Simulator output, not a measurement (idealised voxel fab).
process module | voxel ribs on slabs
cross-section cut | 175 nm wide | cells 5 nm
A cross-section is a grid of square cells, given in bands from the top down. A band is one or more rows of cells.
Each band's line starts with the height of the band's top and of its bottom, in nm. Then come its materials from left to right, each with its width in nm. One material with "throughout" fills the band from edge to edge. "air" is empty space.
Height 0 is the level under which the wafer as received is all one material. The lowest band goes on downwards, as in "0 down".
A width such as "30 to 40" changes by the same amount from each row of cells to the next, from the band's top row to its bottom row.
"no change" after a step means that no cell of the cross-section changed.
closed voids: empty space of 8 cells or more with no open way to the top, each as width x height at its distance from the left edge, in nm
after a step's settings: what the simulator itself notes on the step
overlay nm, on a step with a mask: how far to the right of its planned place the mask lay; to the left if negative
plan
1 op RECEIVE | material Si
2 op DIRECTIONAL_DEP | material SiO2 | thk nm 20
3 op DIRECTIONAL_DEP | material SiN | thk nm 15
4 op MASKED_ETCH | tone cover | mask id RIB | width nm 25 | etch materials SiN | depth nm 5 | overlay nm -15
5 op MASKED_ETCH | tone cover | mask id SLAB | width nm 55 | etch materials SiN | depth nm 10 | overlay nm 0
6 op FILL_DEP | material SiO2 | thk nm 15
7 op CMP | height nm 45
8 op DIRECTIONAL_DEP | material W | thk nm 10
9 op PATTERN | tone cover | mask id HEATER | material resist | width nm 35 | thk nm 15 | overlay nm 0
10 op DIRECTIONAL_ETCH | etch materials W | depth nm 10
11 op STRIP | etch materials resist
12 op CONFORMAL_DEP | material SiN | thk nm 10
varied across the wafers: overlay nm of step 4. The plan shows the first wafer's value. All wafers start alike
first wafer as received, after step 1
  0 down: Si throughout
  closed voids: none
each wafer at the end: cells of each material gained (+) or lost (-) since it was received, then its closed voids
overlay nm -15 | +105 SiN | +288 SiO2 | +14 W | closed voids: none
overlay nm -10 | +105 SiN | +288 SiO2 | +14 W | closed voids: none
overlay nm -5 | +105 SiN | +288 SiO2 | +14 W | closed voids: none
overlay nm 0 | +105 SiN | +288 SiO2 | +14 W | closed voids: none
overlay nm 5 | +105 SiN | +288 SiO2 | +14 W | closed voids: none
overlay nm 10 | +105 SiN | +288 SiO2 | +14 W | closed voids: none
overlay nm 15 | +105 SiN | +288 SiO2 | +14 W | closed voids: none
